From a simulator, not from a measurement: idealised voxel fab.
Name of the process module below: voxel released beams
cross-section cut | 280 nm wide | cells 5 nm
If you're reading a cross-section in this doc, picture square cells in a grid; it comes to you as bands, top ones listed first down to the bottom, and a band can be one or more rows of cells. Band: top height; bottom height; in nm. Then, left to right: material with width in nm, for each material. "everywhere": a single material spanning edge to edge. "blank": empty space. Measure heights from 0. That's the level where, below it, the as-received wafer is all one material. The lowest band is bottomless and extends downward; write it as in "0 -> down". Width "30->40": first value at the band's top row of cells, second value at its bottom row, equal change from row to row. Step note "same as before" = no cross-section cell changed. Voids not open to the top, 8 cells minimum: see "Closed void roster". Written width x height at distance; distance is from the left edge; nm. Heads up: the bit after the settings on a step's line is the simulator's remark on that step. Steps that use a mask can have "overlay nm" on their line. It says how far the mask sat to the right of where it was meant to be. Negative means to the left.

[The steps planned for the process are as follows]
1: RECEIVE [material Si]
2: CONFORMAL_DEP [material Al2O3] [thk nm 10]
3: DIRECTIONAL_DEP [material SiO2] [thk nm 15]
4: PATTERN [tone open] [mask id ANCHOR] [material resist] [width nm 30] [thk nm 15] [overlay nm 0]
5: DIRECTIONAL_ETCH [etch materials SiO2] [depth nm 15]
6: STRIP [etch materials resist]
7: CONFORMAL_DEP [material SiN] [thk nm 10]
8: PATTERN [tone cover] [mask id BEAM] [material resist] [width nm 75] [thk nm 15] [overlay nm 0]
9: DIRECTIONAL_ETCH [etch materials SiN] [depth nm 10]
10: STRIP [etch materials resist]
11: STRIP [etch materials SiO2]

[Cross-sectional view of the wafer in its as-received condition, corresponding to the state after step 1]
	0 -> down  Si everywhere
	Closed void roster: none

[Run as planned - first of the two wafers cross-sectioned at the end of the module]
	35 -> 25  blank: 100 / SiN: 15 / blank: 10 / SiN: 50 / blank: 105
	25 -> 20  blank: 105 / SiN: 10 / blank: 10 / SiN: 10 / blank: 145
	20 -> 10  blank: 105 / SiN: 30 / blank: 145
	10 -> 0  Al2O3 everywhere
	0 -> down  Si everywhere
	Closed void roster: none

[Module end: cross-section of wafer two of two. Same start and process plan as the first wafer. One mistake during execution]
	35 -> 25  blank: 100 / SiN: 45 / blank: 135
	25 -> 20  blank: 95 / SiN: 10 / SiO2: 30 / SiN: 10 / blank: 135
	20 -> 10  blank: 95 / SiN: 10 / SiO2: 30 / SiN: 40 / blank: 105
	10 -> 0  Al2O3 everywhere
	0 -> down  Si everywhere
	Closed void roster: none
What broke from the plan during processing? planned and actual differ for step 4; actual: PATTERN [tone cover] [mask id ANCHOR] [material resist] [width nm 30] [thk nm 15] [overlay nm 0]
Looking at both finished wafers in cells, the second ends up ahead of or behind the first on some materials: +18 SiO2
